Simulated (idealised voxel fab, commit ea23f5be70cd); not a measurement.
voxel gate over fins: a process module
Square cells of 5 nm make up the cross-section cut, whose width is 290 nm.
Just so we're on the same page, the cross-sections are grids of square cells, and they're listed out in bands top to bottom, each band one or more rows deep. Heads up on the band format: heights come first, top then bottom, in nm. After that it's the materials left to right, each with its width in nm. A single material flagged "edge to edge" fills the whole band edge to edge, and "empty" means there's empty space there. Height is counted from the level 0, under which the received wafer is composed throughout of one material. The lowest of the bands is not closed at the bottom but continues downward, in the notation "from 0 down". So if you see something like "30..40" for the width, read it as the top row of the band sitting at the first number and the bottom row at the second, with every row in between moving by the same amount as the last. "everything unchanged" (step): cross-section cells unchanged, all of them. Closed-off voids of 8+ cells (no open route to the top) go in "Sealed void inventory", written width x height at distance from the left edge, in nm. If you see something after the settings on a step's line, that's the simulator's own remark about that step. On any step carrying a mask, the "overlay nm" setting, if present on the step's line, tells how far right of its planned place the mask lay; negative values point to the left.
PROCESS STEPS FORESEEN IN THE PLAN
| 1 | RECEIVE,material Si |
| 2 | CONFORMAL_DEP,material SiN,thk nm 5 |
| 3 | PATTERN,tone cover,mask id FINS,material resist,width nm 15,pitch nm 45,thk nm 15,overlay nm 0 |
| 4 | DIRECTIONAL_ETCH,etch materials SiN,depth nm 5 |
| 5 | DIRECTIONAL_ETCH,etch materials Si,depth nm 30 |
| 6 | STRIP,etch materials resist |
| 7 | OXIDIZE,depth nm 5 |
| 8 | FILL_DEP,material SiO2,thk nm 5 |
| 9 | CMP,height nm 5 |
| 10 | SELECTIVE_ETCH,etch materials SiO2,depth nm 15 |
| 11 | STRIP,etch materials SiN |
| 12 | CONFORMAL_DEP,material HfO2,thk nm 5 |
| 13 | CONFORMAL_DEP,material TiN,thk nm 5 |
| 14 | FILL_DEP,material W,thk nm 15 |
| 15 | CMP,height nm 20 |
| 16 | CONFORMAL_DEP,material SiCN,thk nm 10 |
CROSS-SECTIONAL VIEW OF THE WAFER IN ITS AS-RECEIVED CONDITION, CORRESPONDING TO THE STATE AFTER STEP 1
    from 0 down = Si edge to edge
    Sealed void inventory: none
LOOK AT THE CROSS-SECTION AFTER THE MODULE: THE WAFER STARTED OUT THE WAY SHOWN ABOVE AND THE PLAN WAS THE ONE SHOWN ABOVE, YET ONE MISTAKE WAS MADE ALONG THE WAY
    from 30 to 20 = SiCN edge to edge
    from 20 to 10 = W edge to edge
    from 10 to 5 = 85 nm W, then 25 nm TiN, then 20 nm W, then 25 nm TiN, then 20 nm W, then 25 nm TiN, then 90 nm W
    from 5 to 0 = 85 nm W, then 5 nm TiN, then 15 nm HfO2, then 5 nm TiN, then 20 nm W, then 5 nm TiN, then 15 nm HfO2, then 5 nm TiN, then 20 nm W, then 5 nm TiN, then 15 nm HfO2, then 5 nm TiN, then 90 nm W
    from 0 to -5 = 90 nm TiN, then 5 nm HfO2, then 5 nm Si, then 5 nm HfO2, then 30 nm TiN, then 5 nm HfO2, then 5 nm Si, then 5 nm HfO2, then 30 nm TiN, then 5 nm HfO2, then 5 nm Si, then 5 nm HfO2, then 95 nm TiN
    from -5 to -10 = 95 nm HfO2, then 5 nm Si, then 40 nm HfO2, then 5 nm Si, then 40 nm HfO2, then 5 nm Si, then 100 nm HfO2
    from -10 to -65 = 95 nm SiO2, then 5 nm Si, then 40 nm SiO2, then 5 nm Si, then 40 nm SiO2, then 5 nm Si, then 100 nm SiO2
    from -65 down = Si edge to edge
    Sealed void inventory: none
Finding, execution versus plan: it should be noted that step 5 of the plan was executed twice
